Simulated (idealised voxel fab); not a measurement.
process module | voxel gate over fins
Square cell edge 5 nm, section width 280 nm, ID cut.
Bands, listed from the top down, are how a cross-section gets written in this document; the cross-section itself is a grid of square cells, and a band is one or more rows of them. Per band: top height and bottom height in nm, followed by the left-to-right materials and their widths in nm; "throughout" marks a single material spanning edge to edge, "blank" marks empty space. Note: height 0 marks the level under which the wafer is uniformly one material as received. Lowest band unbounded below, written "0 and below". A two-number width, for instance "30->40", indicates that the width is equal to the first number in the top row of the band and to the second number in the bottom row, and that it changes by a constant amount per row of cells. "same as before" (step): cross-section cells unchanged, all of them. Entry "Entrapped void list". Content: empty spaces with no open connection to the top, size 8 cells or greater. Each: width x height at distance. Distance: from left edge. Unit: nm. That trailing text on a step's line, after the settings, is the simulator's own remark on the step. Regarding "overlay nm": on a step with a mask, it is the distance the mask lay to the right of its planned place; a negative value places it to the left.

PLANNED STEP LIST FOR THE PROCESS
- 1: RECEIVE [material Si]
- 2: CONFORMAL_DEP [material SiN] [thk nm 10]
- 3: PATTERN [tone cover] [mask id FINS] [material resist] [width nm 15] [pitch nm 45] [thk nm 20] [overlay nm 0]
- 4: DIRECTIONAL_ETCH [etch materials SiN] [depth nm 10]
- 5: DIRECTIONAL_ETCH [etch materials Si] [depth nm 35]
- 6: STRIP [etch materials resist]
- 7: OXIDIZE [depth nm 5]
- 8: FILL_DEP [material SiO2] [thk nm 10]
- 9: CMP [height nm 10]
- 10: SELECTIVE_ETCH [etch materials SiO2] [depth nm 20]
- 11: STRIP [etch materials SiN]
- 12: CONFORMAL_DEP [material HfO2] [thk nm 5]
- 13: CONFORMAL_DEP [material TiN] [thk nm 5]
- 14: CONFORMAL_DEP [material TiAl] [thk nm 5]
- 15: CONFORMAL_DEP [material TiN] [thk nm 5]
- 16: FILL_DEP [material W] [thk nm 10]
- 17: CMP [height nm 25]
- 18: CONFORMAL_DEP [material SiN] [thk nm 10]

FIRST OF TWO WAFERS, WITH THE RUN CARRIED OUT AS PLANNED

RECEIVED-STATE CROSS-SECTION, REFLECTING COMPLETION OF STEP 1
	0 and below = Si throughout
	Entrapped void list: none

SECTIONAL VIEW: WAFER, AFTER STEP 2
	10 down to 0 = SiN throughout
	Below 0, the layers are the same as they were.

SECTIONAL VIEW: WAFER, AFTER STEP 3
	30 down to 10 = blank=110; resist=15; blank=30; resist=15; blank=110
	Below 10, the layers are the same as they were.

SECTIONAL VIEW: WAFER, AFTER STEP 4
	30 down to 10 = blank=110; resist=15; blank=30; resist=15; blank=110
	10 down to 0 = blank=110; SiN=15; blank=30; SiN=15; blank=110
	Below 0, the layers are the same as they were.

SECTIONAL VIEW: WAFER, AFTER STEP 5
	30 down to 10 = blank=110; resist=15; blank=30; resist=15; blank=110
	10 down to 0 = blank=110; SiN=15; blank=30; SiN=15; blank=110
	0 down to -35 = blank=110; Si=15; blank=30; Si=15; blank=110
	Below -35, the layers are the same as they were.

SECTIONAL VIEW: WAFER, AFTER STEP 6
	10 down to 0 = blank=110; SiN=15; blank=30; SiN=15; blank=110
	Below 0, the layers are the same as they were.

SECTIONAL VIEW: WAFER, AFTER STEP 7
	10 down to 0 = blank=110; SiN=15; blank=30; SiN=15; blank=110
	0 down to -35 = blank=110; SiO2=5; Si=5; SiO2=5; blank=30; SiO2=5; Si=5; SiO2=5; blank=110
	-35 down to -40 = SiO2=115; Si=5; SiO2=40; Si=5; SiO2=115
	Below -40, the layers are the same as they were.

SECTIONAL VIEW: WAFER, AFTER STEP 8
	20 down to 10 = SiO2 throughout
	10 down to 0 = SiO2=110; SiN=15; SiO2=30; SiN=15; SiO2=110
	0 down to -40 = SiO2=115; Si=5; SiO2=40; Si=5; SiO2=115
	Below -40, the layers are the same as they were.

SECTIONAL VIEW: WAFER, AFTER STEP 9
	10 down to 0 = SiO2=110; SiN=15; SiO2=30; SiN=15; SiO2=110
	Below 0, the layers are the same as they were.

SECTIONAL VIEW: WAFER, AFTER STEP 10
	10 down to 0 = blank=110; SiN=15; blank=30; SiN=15; blank=110
	0 down to -10 = blank=115; Si=5; blank=40; Si=5; blank=115
	Below -10, the layers are the same as they were.

SECTIONAL VIEW: WAFER, AFTER STEP 11
	0 down to -10 = blank=115; Si=5; blank=40; Si=5; blank=115
	Below -10, the layers are the same as they were.

SECTIONAL VIEW: WAFER, AFTER STEP 12
	5 down to 0 = blank=110; HfO2=15; blank=30; HfO2=15; blank=110
	0 down to -5 = blank=110; HfO2=5; Si=5; HfO2=5; blank=30; HfO2=5; Si=5; HfO2=5; blank=110
	-5 down to -10 = HfO2=115; Si=5; HfO2=40; Si=5; HfO2=115
	Below -10, the layers are the same as they were.

SECTIONAL VIEW: WAFER, AFTER STEP 13
	10 down to 5 = blank=105; TiN=25; blank=20; TiN=25; blank=105
	5 down to 0 = blank=105; TiN=5; HfO2=15; TiN=5; blank=20; TiN=5; HfO2=15; TiN=5; blank=105
	0 down to -5 = TiN=110; HfO2=5; Si=5; HfO2=5; TiN=30; HfO2=5; Si=5; HfO2=5; TiN=110
	Below -5, the layers are the same as they were.

SECTIONAL VIEW: WAFER, AFTER STEP 14
	15 down to 10 = blank=100; TiAl=35; blank=10; TiAl=35; blank=100
	10 down to 5 = blank=100; TiAl=5; TiN=25; TiAl=5; blank=10; TiAl=5; TiN=25; TiAl=5; blank=100
	5 down to 0 = TiAl=105; TiN=5; HfO2=15; TiN=5; TiAl=20; TiN=5; HfO2=15; TiN=5; TiAl=105
	Below 0, the layers are the same as they were.

SECTIONAL VIEW: WAFER, AFTER STEP 15
	20 down to 15 = blank=95; TiN=90; blank=95
	15 down to 10 = blank=95; TiN=5; TiAl=35; TiN=10; TiAl=35; TiN=5; blank=95
	10 down to 5 = TiN=100; TiAl=5; TiN=25; TiAl=5; TiN=10; TiAl=5; TiN=25; TiAl=5; TiN=100
	Below 5, the layers are the same as they were.

SECTIONAL VIEW: WAFER, AFTER STEP 16
	30 down to 20 = W throughout
	20 down to 15 = W=95; TiN=90; W=95
	15 down to 10 = W=95; TiN=5; TiAl=35; TiN=10; TiAl=35; TiN=5; W=95
	Below 10, the layers are the same as they were.

SECTIONAL VIEW: WAFER, AFTER STEP 17
	25 down to 20 = W throughout
	Below 20, the layers are the same as they were.

SECTIONAL VIEW: WAFER, AFTER STEP 18
	35 down to 25 = SiN throughout
	Below 25, the layers are the same as they were.

COMPANION WAFER, THE SECOND OF TWO: SAME BEGINNING, SAME INTENDED SEQUENCE, ONE MISTAKE IN CARRYING IT OUT; THROUGH STEP 7 INCLUSIVE IT TRACKS THE FIRST EXACTLY

CROSS-SECTION OF THE SECOND WAFER CORRESPONDING TO THE PLANNED CONCLUSION OF STEP 8
	20 down to 0 = SiN throughout
	0 down to -35 = SiN=110; SiO2=5; Si=5; SiO2=5; SiN=30; SiO2=5; Si=5; SiO2=5; SiN=110
	Below -35, the layers are the same as they were.

CROSS-SECTION OF THE SECOND WAFER CORRESPONDING TO THE PLANNED CONCLUSION OF STEP 9
	10 down to 0 = SiN throughout
	Below 0, the layers are the same as they were.

Cross-section of the second wafer corresponding to the planned conclusion of step 10: same as before

CROSS-SECTION OF THE SECOND WAFER CORRESPONDING TO THE PLANNED CONCLUSION OF STEP 11
	0 down to -35 = blank=110; SiO2=5; Si=5; SiO2=5; blank=30; SiO2=5; Si=5; SiO2=5; blank=110
	Below -35, the layers are the same as they were.

CROSS-SECTION OF THE SECOND WAFER CORRESPONDING TO THE PLANNED CONCLUSION OF STEP 12
	5 down to 0 = blank=105; HfO2=25; blank=20; HfO2=25; blank=105
	0 down to -30 = blank=105; HfO2=5; SiO2=5; Si=5; SiO2=5; HfO2=5; blank=20; HfO2=5; SiO2=5; Si=5; SiO2=5; HfO2=5; blank=105
	-30 down to -35 = HfO2=110; SiO2=5; Si=5; SiO2=5; HfO2=30; SiO2=5; Si=5; SiO2=5; HfO2=110
	Below -35, the layers are the same as they were.

CROSS-SECTION OF THE SECOND WAFER CORRESPONDING TO THE PLANNED CONCLUSION OF STEP 13
	10 down to 5 = blank=100; TiN=35; blank=10; TiN=35; blank=100
	5 down to 0 = blank=100; TiN=5; HfO2=25; TiN=5; blank=10; TiN=5; HfO2=25; TiN=5; blank=100
	0 down to -25 = blank=100; TiN=5; HfO2=5; SiO2=5; Si=5; SiO2=5; HfO2=5; TiN=5; blank=10; TiN=5; HfO2=5; SiO2=5; Si=5; SiO2=5; HfO2=5; TiN=5; blank=100
	-25 down to -30 = TiN=105; HfO2=5; SiO2=5; Si=5; SiO2=5; HfO2=5; TiN=20; HfO2=5; SiO2=5; Si=5; SiO2=5; HfO2=5; TiN=105
	Below -30, the layers are the same as they were.

CROSS-SECTION OF THE SECOND WAFER CORRESPONDING TO THE PLANNED CONCLUSION OF STEP 14
	15 down to 10 = blank=95; TiAl=90; blank=95
	10 down to 5 = blank=95; TiAl=5; TiN=35; TiAl=10; TiN=35; TiAl=5; blank=95
	5 down to 0 = blank=95; TiAl=5; TiN=5; HfO2=25; TiN=5; TiAl=10; TiN=5; HfO2=25; TiN=5; TiAl=5; blank=95
	0 down to -20 = blank=95; TiAl=5; TiN=5; HfO2=5; SiO2=5; Si=5; SiO2=5; HfO2=5; TiN=5; TiAl=10; TiN=5; HfO2=5; SiO2=5; Si=5; SiO2=5; HfO2=5; TiN=5; TiAl=5; blank=95
	-20 down to -25 = TiAl=100; TiN=5; HfO2=5; SiO2=5; Si=5; SiO2=5; HfO2=5; TiN=5; TiAl=10; TiN=5; HfO2=5; SiO2=5; Si=5; SiO2=5; HfO2=5; TiN=5; TiAl=100
	Below -25, the layers are the same as they were.

CROSS-SECTION OF THE SECOND WAFER CORRESPONDING TO THE PLANNED CONCLUSION OF STEP 15
	20 down to 15 = blank=90; TiN=100; blank=90
	15 down to 10 = blank=90; TiN=5; TiAl=90; TiN=5; blank=90
	10 down to 5 = blank=90; TiN=5; TiAl=5; TiN=35; TiAl=10; TiN=35; TiAl=5; TiN=5; blank=90
	5 down to 0 = blank=90; TiN=5; TiAl=5; TiN=5; HfO2=25; TiN=5; TiAl=10; TiN=5; HfO2=25; TiN=5; TiAl=5; TiN=5; blank=90
	0 down to -15 = blank=90; TiN=5; TiAl=5; TiN=5; HfO2=5; SiO2=5; Si=5; SiO2=5; HfO2=5; TiN=5; TiAl=10; TiN=5; HfO2=5; SiO2=5; Si=5; SiO2=5; HfO2=5; TiN=5; TiAl=5; TiN=5; blank=90
	-15 down to -20 = TiN=95; TiAl=5; TiN=5; HfO2=5; SiO2=5; Si=5; SiO2=5; HfO2=5; TiN=5; TiAl=10; TiN=5; HfO2=5; SiO2=5; Si=5; SiO2=5; HfO2=5; TiN=5; TiAl=5; TiN=95
	Below -20, the layers are the same as they were.

CROSS-SECTION OF THE SECOND WAFER CORRESPONDING TO THE PLANNED CONCLUSION OF STEP 16
	30 down to 20 = W throughout
	20 down to 15 = W=90; TiN=100; W=90
	15 down to 10 = W=90; TiN=5; TiAl=90; TiN=5; W=90
	10 down to 5 = W=90; TiN=5; TiAl=5; TiN=35; TiAl=10; TiN=35; TiAl=5; TiN=5; W=90
	5 down to 0 = W=90; TiN=5; TiAl=5; TiN=5; HfO2=25; TiN=5; TiAl=10; TiN=5; HfO2=25; TiN=5; TiAl=5; TiN=5; W=90
	0 down to -15 = W=90; TiN=5; TiAl=5; TiN=5; HfO2=5; SiO2=5; Si=5; SiO2=5; HfO2=5; TiN=5; TiAl=10; TiN=5; HfO2=5; SiO2=5; Si=5; SiO2=5; HfO2=5; TiN=5; TiAl=5; TiN=5; W=90
	Below -15, the layers are the same as they were.

CROSS-SECTION OF THE SECOND WAFER CORRESPONDING TO THE PLANNED CONCLUSION OF STEP 17
	25 down to 20 = W throughout
	Below 20, the layers are the same as they were.

CROSS-SECTION OF THE SECOND WAFER CORRESPONDING TO THE PLANNED CONCLUSION OF STEP 18
	35 down to 25 = SiN throughout
	Below 25, the layers are the same as they were.
what went wrong: off-plan run, step 8, actual operation and settings FILL_DEP [material SiN] [thk nm 10]
Materials where the second wafer ends with more or fewer cells than the first: HfO2 +20; SiO2 -242; TiAl +20; TiN +26; W +176
